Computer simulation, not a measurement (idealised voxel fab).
Documented hereafter: the process module known as voxel transistor to metal.
We display cut, a cross-section 300 nm in width whose square cells are each 5 nm.
In what follows, cross-sections appear as grids of square cells, described through bands that run from the top down, where every band is one or more rows of cells.
Per band: top height and bottom height in nm, followed by the left-to-right materials and their widths in nm; "edge to edge" marks a single material spanning edge to edge, "blank" marks empty space.
Heights from 0 (as-received wafer is one material below). Bottom band endless downward, as "top 0, no bottom".
Per-row width for "30 to 40": begins at first number (top row of band), ends at second number (bottom row), increment between rows held constant.
Basically "all unchanged" means that step didn't change any cell in the cross-section.
Empty spaces counting at least 8 cells and having no open way to the top are listed in "Trapped void list". The notation width x height at distance is used for each, the distance being from the left edge and all three values in nm.
Note: text after step settings on the step line = simulator remark on that step.
overlay nm: where the mask lay relative to plan, measured to the right, on steps with a mask; negatives go left.
Note on reading: below, each pair holds a cross-section from before one process step and one from after it; the one from after shows only down to the lowest band that changed. Beneath the pair, the step in between is stated along with its settings. The pairs can stem from different runs of this module on the same starting wafer. Where a pair's entry headed "State before" says so, and only there, that pair continues from the pair above it.
## State before
> top 50, bottom 30: lowk edge to edge
> top 30, bottom 25: SiN edge to edge
> top 25, bottom 15: 35 nm SiO2  5 nm TiN  5 nm W  5 nm TiN  65 nm SiO2  5 nm TiN  5 nm W  5 nm TiN  40 nm SiO2  5 nm TiN  5 nm W  5 nm TiN  65 nm SiO2  5 nm TiN  5 nm W  5 nm TiN  35 nm SiO2
> top 15, bottom 5: 35 nm SiO2  5 nm TiN  5 nm W  5 nm TiN  15 nm SiO2  5 nm SiN  5 nm HfO2  5 nm TiN  5 nm W  5 nm TiN  5 nm HfO2  5 nm SiN  15 nm SiO2  5 nm TiN  5 nm W  5 nm TiN  40 nm SiO2  5 nm TiN  5 nm W  5 nm TiN  15 nm SiO2  5 nm SiN  5 nm HfO2  5 nm TiN  5 nm W  5 nm TiN  5 nm HfO2  5 nm SiN  15 nm SiO2  5 nm TiN  5 nm W  5 nm TiN  35 nm SiO2
> top 5, bottom 0: 35 nm SiO2  5 nm TiN  5 nm W  5 nm TiN  15 nm SiGe  5 nm SiN  5 nm HfO2  5 nm TiN  5 nm W  5 nm TiN  5 nm HfO2  5 nm SiN  15 nm SiGe  5 nm TiN  5 nm W  5 nm TiN  40 nm SiO2  5 nm TiN  5 nm W  5 nm TiN  15 nm SiGe  5 nm SiN  5 nm HfO2  5 nm TiN  5 nm W  5 nm TiN  5 nm HfO2  5 nm SiN  15 nm SiGe  5 nm TiN  5 nm W  5 nm TiN  35 nm SiO2
> top 0, bottom -5: 35 nm SiO2  5 nm TiN  5 nm W  5 nm TiN  15 nm SiGe  5 nm SiN  5 nm HfO2  15 nm TiN  5 nm HfO2  5 nm SiN  15 nm SiGe  5 nm TiN  5 nm W  5 nm TiN  40 nm SiO2  5 nm TiN  5 nm W  5 nm TiN  15 nm SiGe  5 nm SiN  5 nm HfO2  15 nm TiN  5 nm HfO2  5 nm SiN  15 nm SiGe  5 nm TiN  5 nm W  5 nm TiN  35 nm SiO2
> top -5, bottom -10: 35 nm SiO2  15 nm TiN  15 nm SiGe  35 nm HfO2  15 nm SiGe  15 nm TiN  40 nm SiO2  15 nm TiN  15 nm SiGe  35 nm HfO2  15 nm SiGe  15 nm TiN  35 nm SiO2
> top -10, bottom -20: 50 nm SiO2  15 nm SiGe  35 nm Si  15 nm SiGe  70 nm SiO2  15 nm SiGe  35 nm Si  15 nm SiGe  50 nm SiO2
> top -20, bottom -25: 30 nm SiO2  15 nm SiGe  5 nm SiO2  15 nm SiGe  35 nm Si  15 nm SiGe  5 nm SiO2  15 nm SiGe  30 nm SiO2  15 nm SiGe  5 nm SiO2  15 nm SiGe  35 nm Si  15 nm SiGe  5 nm SiO2  15 nm SiGe  30 nm SiO2
> top -25, bottom -35: 30 nm SiO2  35 nm SiGe  35 nm Si  35 nm SiGe  30 nm SiO2  35 nm SiGe  35 nm Si  35 nm SiGe  30 nm SiO2
> top -35, bottom -40: 30 nm Si  35 nm SiGe  35 nm Si  35 nm SiGe  30 nm Si  35 nm SiGe  35 nm Si  35 nm SiGe  30 nm Si
> top -40, no bottom: Si edge to edge
> Trapped void list: none
## Cut View, Post-Step
> top 50, bottom 30: 35 nm lowk  15 nm blank  65 nm lowk  15 nm blank  40 nm lowk  15 nm blank  65 nm lowk  15 nm blank  35 nm lowk
> Beneath the level 30, the cross-section is identical to its previous state.
> Trapped void list: none
It is this step that lies between the two cross-sections above: MASKED_ETCH,tone open,mask id METAL_1,width nm 15,etch materials lowk,depth nm 20,overlay nm 0
State before: identical to the post-step cross-section of the immediately preceding pair.
## Cut View, Post-Step
> top 50, bottom 30: 35 nm lowk  15 nm blank  65 nm lowk  15 nm blank  40 nm lowk  15 nm blank  65 nm lowk  15 nm blank  35 nm lowk
> top 30, bottom 25: 35 nm SiN  15 nm blank  65 nm SiN  15 nm blank  40 nm SiN  15 nm blank  65 nm SiN  15 nm blank  35 nm SiN
> Beneath the level 25, the cross-section is identical to its previous state.
> Trapped void list: none
It is this step that lies between the two cross-sections above: MASKED_ETCH,tone open,mask id METAL_1,width nm 15,etch materials SiN,depth nm 5,overlay nm 0
State before: identical to the post-step cross-section of the immediately preceding pair.
## Cut View, Post-Step
> top 55, bottom 50: 40 nm TiN  5 nm blank  75 nm TiN  5 nm blank  50 nm TiN  5 nm blank  75 nm TiN  5 nm blank  40 nm TiN
> top 50, bottom 30: 35 nm lowk  5 nm TiN  5 nm blank  5 nm TiN  65 nm lowk  5 nm TiN  5 nm blank  5 nm TiN  40 nm lowk  5 nm TiN  5 nm blank  5 nm TiN  65 nm lowk  5 nm TiN  5 nm blank  5 nm TiN  35 nm lowk
> top 30, bottom 25: 35 nm SiN  15 nm TiN  65 nm SiN  15 nm TiN  40 nm SiN  15 nm TiN  65 nm SiN  15 nm TiN  35 nm SiN
> Beneath the level 25, the cross-section is identical to its previous state.
> Trapped void list: none
It is this step that lies between the two cross-sections above: CONFORMAL_DEP,material TiN,thk nm 5
State before: identical to the post-step cross-section of the immediately preceding pair.
## Cut View, Post-Step
> top 60, bottom 55: W edge to edge
> top 55, bottom 50: 40 nm TiN  5 nm W  75 nm TiN  5 nm W  50 nm TiN  5 nm W  75 nm TiN  5 nm W  40 nm TiN
> top 50, bottom 30: 35 nm lowk  5 nm TiN  5 nm W  5 nm TiN  65 nm lowk  5 nm TiN  5 nm W  5 nm TiN  40 nm lowk  5 nm TiN  5 nm W  5 nm TiN  65 nm lowk  5 nm TiN  5 nm W  5 nm TiN  35 nm lowk
> Beneath the level 30, the cross-section is identical to its previous state.
> Trapped void list: none
It is this step that lies between the two cross-sections above: FILL_DEP,material W,thk nm 5
State before: identical to the post-step cross-section of the immediately preceding pair.
## Cut View, Post-Step
> top 50, bottom 30: 35 nm lowk  5 nm TiN  5 nm W  5 nm TiN  65 nm lowk  5 nm TiN  5 nm W  5 nm TiN  40 nm lowk  5 nm TiN  5 nm W  5 nm TiN  65 nm lowk  5 nm TiN  5 nm W  5 nm TiN  35 nm lowk
> Beneath the level 30, the cross-section is identical to its previous state.
> Trapped void list: none
It is this step that lies between the two cross-sections above: CMP,height nm 50
State before: identical to the post-step cross-section of the immediately preceding pair.
## Cut View, Post-Step
> top 55, bottom 50: SiCN edge to edge
> Beneath the level 50, the cross-section is identical to its previous state.
> Trapped void list: none
It is this step that lies between the two cross-sections above: CONFORMAL_DEP,material SiCN,thk nm 5
State before: identical to the post-step cross-section of the immediately preceding pair.
## Cut View, Post-Step
> top 85, bottom 55: lowk edge to edge
> Beneath the level 55, the cross-section is identical to its previous state.
> Trapped void list: none
It is this step that lies between the two cross-sections above: DIRECTIONAL_DEP,material lowk,thk nm 30
State before: identical to the post-step cross-section of the immediately preceding pair.
## Cut View, Post-Step
> top 105, bottom 85: 35 nm resist  15 nm blank  120 nm resist  15 nm blank  115 nm resist
> Beneath the level 85, the cross-section is identical to its previous state.
> Trapped void list: none
It is this step that lies between the two cross-sections above: PATTERN,tone open,mask id METAL_2,material resist,width nm 15,pitch nm 135,thk nm 20,overlay nm 0
State before: identical to the post-step cross-section of the immediately preceding pair.
## Cut View, Post-Step
> top 105, bottom 85: 35 nm resist  15 nm blank  120 nm resist  15 nm blank  115 nm resist
> top 85, bottom 65: 35 nm lowk  15 nm blank  120 nm lowk  15 nm blank  115 nm lowk
> Beneath the level 65, the cross-section is identical to its previous state.
> Trapped void list: none
It is this step that lies between the two cross-sections above: DIRECTIONAL_ETCH,etch materials lowk,depth nm 20
State before: identical to the post-step cross-section of the immediately preceding pair.
## Cut View, Post-Step
> top 85, bottom 65: 35 nm lowk  15 nm blank  120 nm lowk  15 nm blank  115 nm lowk
> Beneath the level 65, the cross-section is identical to its previous state.
> Trapped void list: none
It is this step that lies between the two cross-sections above: STRIP,etch materials resist
State before: identical to the post-step cross-section of the immediately preceding pair.
## Cut View, Post-Step
> top 105, bottom 85: 35 nm resist  15 nm blank  120 nm resist  15 nm blank  115 nm resist
> Beneath the level 85, the cross-section is identical to its previous state.
> Trapped void list: none
It is this step that lies between the two cross-sections above: PATTERN,tone open,mask id METAL_2_HOLES,material resist,width nm 15,pitch nm 135,thk nm 20,overlay nm 0
State before: identical to the post-step cross-section of the immediately preceding pair.
## Cut View, Post-Step
> top 105, bottom 85: 35 nm resist  15 nm blank  120 nm resist  15 nm blank  115 nm resist
> top 85, bottom 55: 35 nm lowk  15 nm blank  120 nm lowk  15 nm blank  115 nm lowk
> Beneath the level 55, the cross-section is identical to its previous state.
> Trapped void list: none
It is this step that lies between the two cross-sections above: DIRECTIONAL_ETCH,etch materials lowk,depth nm 10
State before: identical to the post-step cross-section of the immediately preceding pair.
## Cut View, Post-Step
> top 105, bottom 85: 35 nm resist  15 nm blank  120 nm resist  15 nm blank  115 nm resist
> top 85, bottom 55: 35 nm lowk  15 nm blank  120 nm lowk  15 nm blank  115 nm lowk
> top 55, bottom 50: 35 nm SiCN  15 nm blank  120 nm SiCN  15 nm blank  115 nm SiCN
> Beneath the level 50, the cross-section is identical to its previous state.
> Trapped void list: none
It is this step that lies between the two cross-sections above: DIRECTIONAL_ETCH,etch materials SiCN,depth nm 5
State before: identical to the post-step cross-section of the immediately preceding pair.
## Cut View, Post-Step
> top 85, bottom 55: 35 nm lowk  15 nm blank  120 nm lowk  15 nm blank  115 nm lowk
> Beneath the level 55, the cross-section is identical to its previous state.
> Trapped void list: none
It is this step that lies between the two cross-sections above: STRIP,etch materials resist
State before: identical to the post-step cross-section of the immediately preceding pair.
## Cut View, Post-Step
> top 90, bottom 85: 40 nm TiN  5 nm blank  130 nm TiN  5 nm blank  120 nm TiN
> top 85, bottom 55: 35 nm lowk  5 nm TiN  5 nm blank  5 nm TiN  120 nm lowk  5 nm TiN  5 nm blank  5 nm TiN  115 nm lowk
> top 55, bottom 50: 35 nm SiCN  15 nm TiN  120 nm SiCN  15 nm TiN  115 nm SiCN
> Beneath the level 50, the cross-section is identical to its previous state.
> Trapped void list: none
It is this step that lies between the two cross-sections above: CONFORMAL_DEP,material TiN,thk nm 5
State before: identical to the post-step cross-section of the immediately preceding pair.
## Cut View, Post-Step
> top 95, bottom 90: Ru edge to edge
> top 90, bottom 85: 40 nm TiN  5 nm Ru  130 nm TiN  5 nm Ru  120 nm TiN
> top 85, bottom 55: 35 nm lowk  5 nm TiN  5 nm Ru  5 nm TiN  120 nm lowk  5 nm TiN  5 nm Ru  5 nm TiN  115 nm lowk
> Beneath the level 55, the cross-section is identical to its previous state.
> Trapped void list: none
It is this step that lies between the two cross-sections above: FILL_DEP,material Ru,thk nm 5
State before: identical to the post-step cross-section of the immediately preceding pair.
## Cut View, Post-Step
> top 85, bottom 55: 35 nm lowk  5 nm TiN  5 nm Ru  5 nm TiN  120 nm lowk  5 nm TiN  5 nm Ru  5 nm TiN  115 nm lowk
> Beneath the level 55, the cross-section is identical to its previous state.
> Trapped void list: none
It is this step that lies between the two cross-sections above: CMP,height nm 85
State before: identical to the post-step cross-section of the immediately preceding pair.
## Cut View, Post-Step
> top 90, bottom 85: SiCN edge to edge
> Beneath the level 85, the cross-section is identical to its previous state.
> Trapped void list: none
It is this step that lies between the two cross-sections above: CONFORMAL_DEP,material SiCN,thk nm 5
## State before
> top 10, bottom 0: 30 nm blank  105 nm SiN  30 nm blank  105 nm SiN  30 nm blank
> top 0, bottom -5: SiO2 edge to edge
> top -5, bottom -35: 30 nm SiO2  105 nm Si  30 nm SiO2  105 nm Si  30 nm SiO2
> top -35, no bottom: Si edge to edge
> Trapped void list: none
## Cut View, Post-Step
> top 10, bottom 0: 30 nm blank  105 nm SiN  30 nm blank  105 nm SiN  30 nm blank
> top 0, bottom -5: 35 nm blank  95 nm SiO2  40 nm blank  95 nm SiO2  35 nm blank
> Beneath the level -5, the cross-section is identical to its previous state.
> Trapped void list: none
It is this step that lies between the two cross-sections above: SELECTIVE_ETCH,etch materials SiO2,depth nm 5
State before: identical to the post-step cross-section of the immediately preceding pair.
## Cut View, Post-Step
> top 0, bottom -5: 35 nm blank  95 nm SiO2  40 nm blank  95 nm SiO2  35 nm blank
> Beneath the level -5, the cross-section is identical to its previous state.
> Trapped void list: none
It is this step that lies between the two cross-sections above: STRIP,etch materials SiN
State before: identical to the post-step cross-section of the immediately preceding pair.
## Cut View, Post-Step
> top 0, bottom -5: 35 nm blank  95 nm SiO2  40 nm blank  95 nm SiO2  35 nm blank
> top -5, bottom -10: 40 nm SiO2  85 nm Si  50 nm SiO2  85 nm Si  40 nm SiO2
> Beneath the level -10, the cross-section is identical to its previous state.
> Trapped void list: none
It is this step that lies between the two cross-sections above: OXIDIZE,depth nm 5
State before: identical to the post-step cross-section of the immediately preceding pair.
## Cut View, Post-Step
> top 25, bottom 20: 35 nm blank  95 nm polySi  40 nm blank  95 nm polySi  35 nm blank
> top 20, bottom 0: polySi edge to edge
> top 0, bottom -5: 35 nm polySi  95 nm SiO2  40 nm polySi  95 nm SiO2  35 nm polySi
> Beneath the level -5, the cross-section is identical to its previous state.
> Trapped void list: none
It is this step that lies between the two cross-sections above: DIRECTIONAL_DEP,material polySi,thk nm 25
State before: identical to the post-step cross-section of the immediately preceding pair.
## Cut View, Post-Step
> top 40, bottom 35: 35 nm blank  95 nm SiCN  40 nm blank  95 nm SiCN  35 nm blank
> top 35, bottom 25: SiCN edge to edge
> top 25, bottom 20: 35 nm SiCN  95 nm polySi  40 nm SiCN  95 nm polySi  35 nm SiCN
> Beneath the level 20, the cross-section is identical to its previous state.
> Trapped void list: none
It is this step that lies between the two cross-sections above: DIRECTIONAL_DEP,material SiCN,thk nm 15
State before: identical to the post-step cross-section of the immediately preceding pair.
## Cut View, Post-Step
> top 40, bottom 25: 70 nm blank  25 nm SiCN  110 nm blank  25 nm SiCN  70 nm blank
> top 25, bottom 20: 35 nm blank  95 nm polySi  40 nm blank  95 nm polySi  35 nm blank
> Beneath the level 20, the cross-section is identical to its previous state.
> Trapped void list: none
It is this step that lies between the two cross-sections above: MASKED_ETCH,tone cover,mask id GATE,width nm 25,pitch nm 135,etch materials SiCN,depth nm 25,overlay nm 0
State before: identical to the post-step cross-section of the immediately preceding pair.
## Cut View, Post-Step
> top 40, bottom 25: 70 nm blank  25 nm SiCN  110 nm blank  25 nm SiCN  70 nm blank
> top 25, bottom 0: 70 nm blank  25 nm polySi  110 nm blank  25 nm polySi  70 nm blank
> top 0, bottom -5: 35 nm blank  95 nm SiO2  40 nm blank  95 nm SiO2  35 nm blank
> Beneath the level -5, the cross-section is identical to its previous state.
> Trapped void list: none
It is this step that lies between the two cross-sections above: MASKED_ETCH,tone cover,mask id GATE,width nm 25,pitch nm 135,etch materials polySi,depth nm 35,overlay nm 0
State before: identical to the post-step cross-section of the immediately preceding pair.
## Cut View, Post-Step
> top 45, bottom 40: 65 nm blank  35 nm SiN  100 nm blank  35 nm SiN  65 nm blank
> top 40, bottom 25: 65 nm blank  5 nm SiN  25 nm SiCN  5 nm SiN  100 nm blank  5 nm SiN  25 nm SiCN  5 nm SiN  65 nm blank
> top 25, bottom 5: 65 nm blank  5 nm SiN  25 nm polySi  5 nm SiN  100 nm blank  5 nm SiN  25 nm polySi  5 nm SiN  65 nm blank
> top 5, bottom 0: 30 nm blank  40 nm SiN  25 nm polySi  40 nm SiN  30 nm blank  40 nm SiN  25 nm polySi  40 nm SiN  30 nm blank
> top 0, bottom -5: 35 nm SiN  95 nm SiO2  40 nm SiN  95 nm SiO2  35 nm SiN
> Beneath the level -5, the cross-section is identical to its previous state.
> Trapped void list: none
It is this step that lies between the two cross-sections above: CONFORMAL_DEP,material SiN,thk nm 5
State before: identical to the post-step cross-section of the immediately preceding pair.
## Cut View, Post-Step
> top 40, bottom 25: 65 nm blank  5 nm SiN  25 nm SiCN  5 nm SiN  100 nm blank  5 nm SiN  25 nm SiCN  5 nm SiN  65 nm blank
> top 25, bottom 0: 65 nm blank  5 nm SiN  25 nm polySi  5 nm SiN  100 nm blank  5 nm SiN  25 nm polySi  5 nm SiN  65 nm blank
> top 0, bottom -5: 30 nm blank  5 nm SiN  95 nm SiO2  5 nm SiN  30 nm blank  5 nm SiN  95 nm SiO2  5 nm SiN  30 nm blank
> Beneath the level -5, the cross-section is identical to its previous state.
> Trapped void list: none
It is this step that lies between the two cross-sections above: DIRECTIONAL_ETCH,etch materials SiN,depth nm 5
State before: identical to the post-step cross-section of the immediately preceding pair.
## Cut View, Post-Step
> top 40, bottom 25: 65 nm blank  5 nm SiN  25 nm SiCN  5 nm SiN  100 nm blank  5 nm SiN  25 nm SiCN  5 nm SiN  65 nm blank
> top 25, bottom 0: 65 nm blank  5 nm SiN  25 nm polySi  5 nm SiN  100 nm blank  5 nm SiN  25 nm polySi  5 nm SiN  65 nm blank
> top 0, bottom -5: 30 nm blank  5 nm SiN  30 nm blank  35 nm SiO2  30 nm blank  5 nm SiN  30 nm blank  5 nm SiN  30 nm blank  35 nm SiO2  30 nm blank  5 nm SiN  30 nm blank
> top -5, bottom -10: 30 nm blank  10 nm SiO2  85 nm Si  10 nm SiO2  30 nm blank  10 nm SiO2  85 nm Si  10 nm SiO2  30 nm blank
> Beneath the level -10, the cross-section is identical to its previous state.
> Trapped void list: none
It is this step that lies between the two cross-sections above: DIRECTIONAL_ETCH,etch materials SiO2,depth nm 5
State before: identical to the post-step cross-section of the immediately preceding pair.
## Cut View, Post-Step
> top 40, bottom 25: 65 nm blank  5 nm SiN  25 nm SiCN  5 nm SiN  100 nm blank  5 nm SiN  25 nm SiCN  5 nm SiN  65 nm blank
> top 25, bottom 0: 65 nm blank  5 nm SiN  25 nm polySi  5 nm SiN  100 nm blank  5 nm SiN  25 nm polySi  5 nm SiN  65 nm blank
> top 0, bottom -5: 30 nm blank  5 nm SiN  30 nm blank  35 nm SiO2  30 nm blank  5 nm SiN  30 nm blank  5 nm SiN  30 nm blank  35 nm SiO2  30 nm blank  5 nm SiN  30 nm blank
> top -5, bottom -10: 30 nm blank  10 nm SiO2  25 nm blank  35 nm Si  25 nm blank  10 nm SiO2  30 nm blank  10 nm SiO2  25 nm blank  35 nm Si  25 nm blank  10 nm SiO2  30 nm blank
> top -10, bottom -20: 30 nm SiO2  10 nm Si  25 nm blank  35 nm Si  25 nm blank  10 nm Si  30 nm SiO2  10 nm Si  25 nm blank  35 nm Si  25 nm blank  10 nm Si  30 nm SiO2
> Beneath the level -20, the cross-section is identical to its previous state.
> Trapped void list: none
It is this step that lies between the two cross-sections above: DIRECTIONAL_ETCH,etch materials Si,depth nm 15
State before: identical to the post-step cross-section of the immediately preceding pair.
## Cut View, Post-Step
> top 40, bottom 25: 65 nm blank  5 nm SiN  25 nm SiCN  5 nm SiN  100 nm blank  5 nm SiN  25 nm SiCN  5 nm SiN  65 nm blank
> top 25, bottom 10: 65 nm blank  5 nm SiN  25 nm polySi  5 nm SiN  100 nm blank  5 nm SiN  25 nm polySi  5 nm SiN  65 nm blank
> top 10, bottom 0: 50 to 30 nm blank  15 to 35 nm SiGe  5 nm SiN  25 nm polySi  5 nm SiN  15 to 35 nm SiGe  70 to 30 nm blank  15 to 35 nm SiGe  5 nm SiN  25 nm polySi  5 nm SiN  15 to 35 nm SiGe  50 to 30 nm blank
> top 0, bottom -5: 30 nm blank  5 nm SiN  30 nm SiGe  35 nm SiO2  30 nm SiGe  5 nm SiN  30 nm blank  5 nm SiN  30 nm SiGe  35 nm SiO2  30 nm SiGe  5 nm SiN  30 nm blank
> top -5, bottom -10: 30 nm blank  10 nm SiO2  25 nm SiGe  35 nm Si  25 nm SiGe  10 nm SiO2  30 nm blank  10 nm SiO2  25 nm SiGe  35 nm Si  25 nm SiGe  10 nm SiO2  30 nm blank
> top -10, bottom -20: 30 nm SiO2  10 nm Si  25 nm SiGe  35 nm Si  25 nm SiGe  10 nm Si  30 nm SiO2  10 nm Si  25 nm SiGe  35 nm Si  25 nm SiGe  10 nm Si  30 nm SiO2
> Beneath the level -20, the cross-section is identical to its previous state.
> Trapped void list: none
It is this step that lies between the two cross-sections above: EPI,material SiGe,thk nm 15
State before: identical to the post-step cross-section of the immediately preceding pair.
## Cut View, Post-Step
> top 50, bottom 40: SiO2 edge to edge
> top 40, bottom 25: 65 nm SiO2  5 nm SiN  25 nm SiCN  5 nm SiN  100 nm SiO2  5 nm SiN  25 nm SiCN  5 nm SiN  65 nm SiO2
> top 25, bottom 10: 65 nm SiO2  5 nm SiN  25 nm polySi  5 nm SiN  100 nm SiO2  5 nm SiN  25 nm polySi  5 nm SiN  65 nm SiO2
> top 10, bottom 0: 50 to 30 nm SiO2  15 to 35 nm SiGe  5 nm SiN  25 nm polySi  5 nm SiN  15 to 35 nm SiGe  70 to 30 nm SiO2  15 to 35 nm SiGe  5 nm SiN  25 nm polySi  5 nm SiN  15 to 35 nm SiGe  50 to 30 nm SiO2
> top 0, bottom -5: 30 nm SiO2  5 nm SiN  30 nm SiGe  35 nm SiO2  30 nm SiGe  5 nm SiN  30 nm SiO2  5 nm SiN  30 nm SiGe  35 nm SiO2  30 nm SiGe  5 nm SiN  30 nm SiO2
> top -5, bottom -10: 40 nm SiO2  25 nm SiGe  35 nm Si  25 nm SiGe  50 nm SiO2  25 nm SiGe  35 nm Si  25 nm SiGe  40 nm SiO2
> Beneath the level -10, the cross-section is identical to its previous state.
> Trapped void list: none
It is this step that lies between the two cross-sections above: FILL_DEP,material SiO2,thk nm 10
State before: identical to the post-step cross-section of the immediately preceding pair.
## Cut View, Post-Step
> top 20, bottom 10: 65 nm SiO2  5 nm SiN  25 nm polySi  5 nm SiN  100 nm SiO2  5 nm SiN  25 nm polySi  5 nm SiN  65 nm SiO2
> Beneath the level 10, the cross-section is identical to its previous state.
> Trapped void list: none
It is this step that lies between the two cross-sections above: CMP,height nm 20
State before: identical to the post-step cross-section of the immediately preceding pair.
## Cut View, Post-Step
> top 20, bottom 10: 65 nm SiO2  5 nm SiN  25 nm blank  5 nm SiN  100 nm SiO2  5 nm SiN  25 nm blank  5 nm SiN  65 nm SiO2
> top 10, bottom 0: 50 to 30 nm SiO2  15 to 35 nm SiGe  5 nm SiN  25 nm blank  5 nm SiN  15 to 35 nm SiGe  70 to 30 nm SiO2  15 to 35 nm SiGe  5 nm SiN  25 nm blank  5 nm SiN  15 to 35 nm SiGe  50 to 30 nm SiO2
> Beneath the level 0, the cross-section is identical to its previous state.
> Trapped void list: none
It is this step that lies between the two cross-sections above: STRIP,etch materials polySi
State before: identical to the post-step cross-section of the immediately preceding pair.
## Cut View, Post-Step
> top 20, bottom 15: 65 nm blank  5 nm SiN  25 nm blank  5 nm SiN  100 nm blank  5 nm SiN  25 nm blank  5 nm SiN  65 nm blank
> top 15, bottom 10: 65 nm SiO2  5 nm SiN  25 nm blank  5 nm SiN  100 nm SiO2  5 nm SiN  25 nm blank  5 nm SiN  65 nm SiO2
> top 10, bottom 0: 50 to 30 nm SiO2  15 to 35 nm SiGe  5 nm SiN  25 nm blank  5 nm SiN  15 to 35 nm SiGe  70 to 30 nm SiO2  15 to 35 nm SiGe  5 nm SiN  25 nm blank  5 nm SiN  15 to 35 nm SiGe  50 to 30 nm SiO2
> top 0, bottom -5: 30 nm SiO2  5 nm SiN  30 nm SiGe  35 nm blank  30 nm SiGe  5 nm SiN  30 nm SiO2  5 nm SiN  30 nm SiGe  35 nm blank  30 nm SiGe  5 nm SiN  30 nm SiO2
> Beneath the level -5, the cross-section is identical to its previous state.
> Trapped void list: none
It is this step that lies between the two cross-sections above: SELECTIVE_ETCH,etch materials SiO2,depth nm 5
State before: identical to the post-step cross-section of the immediately preceding pair.
## Cut View, Post-Step
> top 25, bottom 20: 60 nm blank  15 nm HfO2  15 nm blank  15 nm HfO2  90 nm blank  15 nm HfO2  15 nm blank  15 nm HfO2  60 nm blank
> top 20, bottom 15: 65 nm HfO2  5 nm SiN  5 nm HfO2  15 nm blank  5 nm HfO2  5 nm SiN  100 nm HfO2  5 nm SiN  5 nm HfO2  15 nm blank  5 nm HfO2  5 nm SiN  65 nm HfO2
> top 15, bottom 10: 65 nm SiO2  5 nm SiN  5 nm HfO2  15 nm blank  5 nm HfO2  5 nm SiN  100 nm SiO2  5 nm SiN  5 nm HfO2  15 nm blank  5 nm HfO2  5 nm SiN  65 nm SiO2
> top 10, bottom 0: 50 to 30 nm SiO2  15 to 35 nm SiGe  5 nm SiN  5 nm HfO2  15 nm blank  5 nm HfO2  5 nm SiN  15 to 35 nm SiGe  70 to 30 nm SiO2  15 to 35 nm SiGe  5 nm SiN  5 nm HfO2  15 nm blank  5 nm HfO2  5 nm SiN  15 to 35 nm SiGe  50 to 30 nm SiO2
> top 0, bottom -5: 30 nm SiO2  5 nm SiN  30 nm SiGe  35 nm HfO2  30 nm SiGe  5 nm SiN  30 nm SiO2  5 nm SiN  30 nm SiGe  35 nm HfO2  30 nm SiGe  5 nm SiN  30 nm SiO2
> Beneath the level -5, the cross-section is identical to its previous state.
> Trapped void list: none
It is this step that lies between the two cross-sections above: CONFORMAL_DEP,material HfO2,thk nm 5
State before: identical to the post-step cross-section of the immediately preceding pair.
## Cut View, Post-Step
> top 30, bottom 25: 55 nm blank  25 nm TiN  5 nm blank  25 nm TiN  80 nm blank  25 nm TiN  5 nm blank  25 nm TiN  55 nm blank
> top 25, bottom 20: 60 nm TiN  15 nm HfO2  5 nm TiN  5 nm blank  5 nm TiN  15 nm HfO2  90 nm TiN  15 nm HfO2  5 nm TiN  5 nm blank  5 nm TiN  15 nm HfO2  60 nm TiN
> top 20, bottom 15: 65 nm HfO2  5 nm SiN  5 nm HfO2  5 nm TiN  5 nm blank  5 nm TiN  5 nm HfO2  5 nm SiN  100 nm HfO2  5 nm SiN  5 nm HfO2  5 nm TiN  5 nm blank  5 nm TiN  5 nm HfO2  5 nm SiN  65 nm HfO2
> top 15, bottom 10: 65 nm SiO2  5 nm SiN  5 nm HfO2  5 nm TiN  5 nm blank  5 nm TiN  5 nm HfO2  5 nm SiN  100 nm SiO2  5 nm SiN  5 nm HfO2  5 nm TiN  5 nm blank  5 nm TiN  5 nm HfO2  5 nm SiN  65 nm SiO2
> top 10, bottom 5: 50 nm SiO2  15 nm SiGe  5 nm SiN  5 nm HfO2  5 nm TiN  5 nm blank  5 nm TiN  5 nm HfO2  5 nm SiN  15 nm SiGe  70 nm SiO2  15 nm SiGe  5 nm SiN  5 nm HfO2  5 nm TiN  5 nm blank  5 nm TiN  5 nm HfO2  5 nm SiN  15 nm SiGe  50 nm SiO2
> top 5, bottom 0: 30 nm SiO2  35 nm SiGe  5 nm SiN  5 nm HfO2  15 nm TiN  5 nm HfO2  5 nm SiN  35 nm SiGe  30 nm SiO2  35 nm SiGe  5 nm SiN  5 nm HfO2  15 nm TiN  5 nm HfO2  5 nm SiN  35 nm SiGe  30 nm SiO2
> Beneath the level 0, the cross-section is identical to its previous state.
> Trapped void list: none
It is this step that lies between the two cross-sections above: CONFORMAL_DEP,material TiN,thk nm 5
State before: identical to the post-step cross-section of the immediately preceding pair.
## Cut View, Post-Step
> top 35, bottom 30: W edge to edge
> top 30, bottom 25: 55 nm W  25 nm TiN  5 nm W  25 nm TiN  80 nm W  25 nm TiN  5 nm W  25 nm TiN  55 nm W
> top 25, bottom 20: 60 nm TiN  15 nm HfO2  5 nm TiN  5 nm W  5 nm TiN  15 nm HfO2  90 nm TiN  15 nm HfO2  5 nm TiN  5 nm W  5 nm TiN  15 nm HfO2  60 nm TiN
> top 20, bottom 15: 65 nm HfO2  5 nm SiN  5 nm HfO2  5 nm TiN  5 nm W  5 nm TiN  5 nm HfO2  5 nm SiN  100 nm HfO2  5 nm SiN  5 nm HfO2  5 nm TiN  5 nm W  5 nm TiN  5 nm HfO2  5 nm SiN  65 nm HfO2
> top 15, bottom 10: 65 nm SiO2  5 nm SiN  5 nm HfO2  5 nm TiN  5 nm W  5 nm TiN  5 nm HfO2  5 nm SiN  100 nm SiO2  5 nm SiN  5 nm HfO2  5 nm TiN  5 nm W  5 nm TiN  5 nm HfO2  5 nm SiN  65 nm SiO2
> top 10, bottom 5: 50 nm SiO2  15 nm SiGe  5 nm SiN  5 nm HfO2  5 nm TiN  5 nm W  5 nm TiN  5 nm HfO2  5 nm SiN  15 nm SiGe  70 nm SiO2  15 nm SiGe  5 nm SiN  5 nm HfO2  5 nm TiN  5 nm W  5 nm TiN  5 nm HfO2  5 nm SiN  15 nm SiGe  50 nm SiO2
> Beneath the level 5, the cross-section is identical to its previous state.
> Trapped void list: none
It is this step that lies between the two cross-sections above: FILL_DEP,material W,thk nm 5
State before: identical to the post-step cross-section of the immediately preceding pair.
## Cut View, Post-Step
> top 15, bottom 10: 65 nm SiO2  5 nm SiN  5 nm HfO2  5 nm TiN  5 nm W  5 nm TiN  5 nm HfO2  5 nm SiN  100 nm SiO2  5 nm SiN  5 nm HfO2  5 nm TiN  5 nm W  5 nm TiN  5 nm HfO2  5 nm SiN  65 nm SiO2
> Beneath the level 10, the cross-section is identical to its previous state.
> Trapped void list: none
It is this step that lies between the two cross-sections above: CMP,height nm 15
State before: identical to the post-step cross-section of the immediately preceding pair.
## Cut View, Post-Step
> top 25, bottom 15: SiO2 edge to edge
> Beneath the level 15, the cross-section is identical to its previous state.
> Trapped void list: none
It is this step that lies between the two cross-sections above: DIRECTIONAL_DEP,material SiO2,thk nm 10
